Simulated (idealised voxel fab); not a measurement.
process module | voxel gate over fins
230 nm wide, 5 nm square cells: that's cross-section cut.
When this document writes out a cross-section, it uses a grid of square cells and lists it as bands, beginning at the top and moving down, with a band standing for one or more rows of cells. This entry defines a band. It first specifies the height of the band's top and the height of its bottom in nm, and then specifies the band's materials from left to right, stating each material with its width in nm. The word "edge to edge" identifies a single material that fills the band from edge to edge, while the word "air" identifies empty space. Note: height 0 marks the level under which the wafer is uniformly one material as received. Lowest band unbounded below, written "0 and below". Per-row width for "30..40": begins at first number (top row of band), ends at second number (bottom row), increment between rows held constant. Step note "everything unchanged" = no cross-section cell changed. If an empty space has no open way to the top and is at least 8 cells in size, "Closed void register" lists it, written width x height at distance, where distance is measured from the left edge and every value is in nm. It should be noted that, on the line of a given step, the content following the step's settings is a remark produced by the simulator itself with respect to that step. The line of a step may include "overlay nm". On a step with a mask, this value is how far to the right of its planned place the mask lay. A negative value means the mask lay to the left.
This section lists the process steps that were planned
1) RECEIVE: material Si
2) CONFORMAL_DEP: material SiN, thk nm 10
3) PATTERN: tone cover, mask id FINS, material resist, width nm 15, pitch nm 35, thk nm 15, overlay nm 0
4) DIRECTIONAL_ETCH: etch materials SiN, depth nm 10
5) DIRECTIONAL_ETCH: etch materials Si, depth nm 30
6) STRIP: etch materials resist
7) OXIDIZE: depth nm 5
8) FILL_DEP: material SiO2, thk nm 15
9) CMP: height nm 10
10) SELECTIVE_ETCH: etch materials SiO2, depth nm 20
11) STRIP: etch materials SiN
12) CONFORMAL_DEP: material HfO2, thk nm 5
13) CONFORMAL_DEP: material TiN, thk nm 5
14) CONFORMAL_DEP: material TiAl, thk nm 5
15) CONFORMAL_DEP: material TiN, thk nm 5
16) FILL_DEP: material W, thk nm 10
17) CMP: height nm 25
18) CONFORMAL_DEP: material SiCN, thk nm 10
As received (post step 1): cross-section
> 0 and below | Si edge to edge
> Closed void register: none
End state of the module in cross-section, given the above starting point and plan and one mistake in execution
> 35 down to 25 | SiCN edge to edge
> 25 down to 15 | W edge to edge
> 15 down to 10 | 60 nm W | 105 nm TiN | 65 nm W
> 10 down to 5 | 60 nm W | 5 nm TiN | 25 nm TiAl | 10 nm TiN | 25 nm TiAl | 10 nm TiN | 25 nm TiAl | 5 nm TiN | 65 nm W
> 5 down to 0 | 65 nm TiN | 5 nm TiAl | 15 nm HfO2 | 5 nm TiAl | 10 nm TiN | 5 nm TiAl | 15 nm HfO2 | 5 nm TiAl | 10 nm TiN | 5 nm TiAl | 15 nm HfO2 | 5 nm TiAl | 70 nm TiN
> 0 down to -5 | 70 nm TiAl | 5 nm HfO2 | 5 nm Si | 5 nm HfO2 | 20 nm TiAl | 5 nm HfO2 | 5 nm Si | 5 nm HfO2 | 20 nm TiAl | 5 nm HfO2 | 5 nm Si | 5 nm HfO2 | 75 nm TiAl
> -5 down to -10 | 75 nm HfO2 | 5 nm Si | 30 nm HfO2 | 5 nm Si | 30 nm HfO2 | 5 nm Si | 80 nm HfO2
> -10 down to -35 | 75 nm SiO2 | 5 nm Si | 30 nm SiO2 | 5 nm Si | 30 nm SiO2 | 5 nm Si | 80 nm SiO2
> -35 and below | Si edge to edge
> Closed void register: none
What was the processing mistake? it should be noted that step 13 of the plan was omitted and was not performed
